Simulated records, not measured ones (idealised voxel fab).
process module | voxel quadruple lines
cross-section cut | 195 nm wide | cells 5 nm
A cross-section is a grid of square cells, given in bands from the top down. A band is one or more rows of cells.
Each band's line starts with the height of the band's top and of its bottom, in nm. Then come its materials from left to right, each with its width in nm. One material with "throughout" fills the band from edge to edge. "air" is empty space.
Height 0 is the level under which the wafer as received is all one material. The lowest band goes on downwards, as in "0 down".
A width such as "30 to 40" changes by the same amount from each row of cells to the next, from the band's top row to its bottom row.
"no change" after a step means that no cell of the cross-section changed.
closed voids: empty space of 8 cells or more with no open way to the top, each as width x height at its distance from the left edge, in nm
after a step's settings: what the simulator itself notes on the step
overlay nm, on a step with a mask: how far to the right of its planned place the mask lay; to the left if negative
plan
1 op RECEIVE | material Si
2 op CONFORMAL_DEP | material Al2O3 | thk nm 5
3 op DIRECTIONAL_DEP | material W | thk nm 10
4 op DIRECTIONAL_DEP | material polySi | thk nm 15
5 op DIRECTIONAL_DEP | material aC | thk nm 25
6 op PATTERN | tone cover | mask id MANDREL | material resist | width nm 25 | thk nm 35 | overlay nm 0
7 op DIRECTIONAL_ETCH | etch materials aC | depth nm 25
8 op STRIP | etch materials resist
9 op CONFORMAL_DEP | material SiO2 | thk nm 15
10 op DIRECTIONAL_ETCH | etch materials SiO2 | depth nm 15
11 op STRIP | etch materials aC
12 op DIRECTIONAL_ETCH | etch materials polySi | depth nm 15
13 op STRIP | etch materials SiO2
14 op CONFORMAL_DEP | material SiCN | thk nm 5
15 op DIRECTIONAL_ETCH | etch materials SiCN | depth nm 5
16 op STRIP | etch materials polySi
17 op DIRECTIONAL_ETCH | etch materials W | depth nm 10
18 op STRIP | etch materials SiCN
19 op FILL_DEP | material SiO2 | thk nm 5
20 op CMP | height nm 15
as received, after step 1
  0 down: Si throughout
  closed voids: none
first wafer at the end, as planned
  15 to 5: SiO2 65 | W 5 | SiO2 15 | W 5 | SiO2 15 | W 5 | SiO2 15 | W 5 | SiO2 65
  5 to 0: Al2O3 throughout
  0 down: Si throughout
  closed voids: none
second wafer at the end: like start, like plan, one mistake
  15 to 5: polySi throughout
  5 to 0: Al2O3 throughout
  0 down: Si throughout
  closed voids: none
what went wrong: steps 3 and 4 were swapped
at the end the second wafer has, in cells: 70 fewer of SiO2 | 8 fewer of W | 78 more of polySi
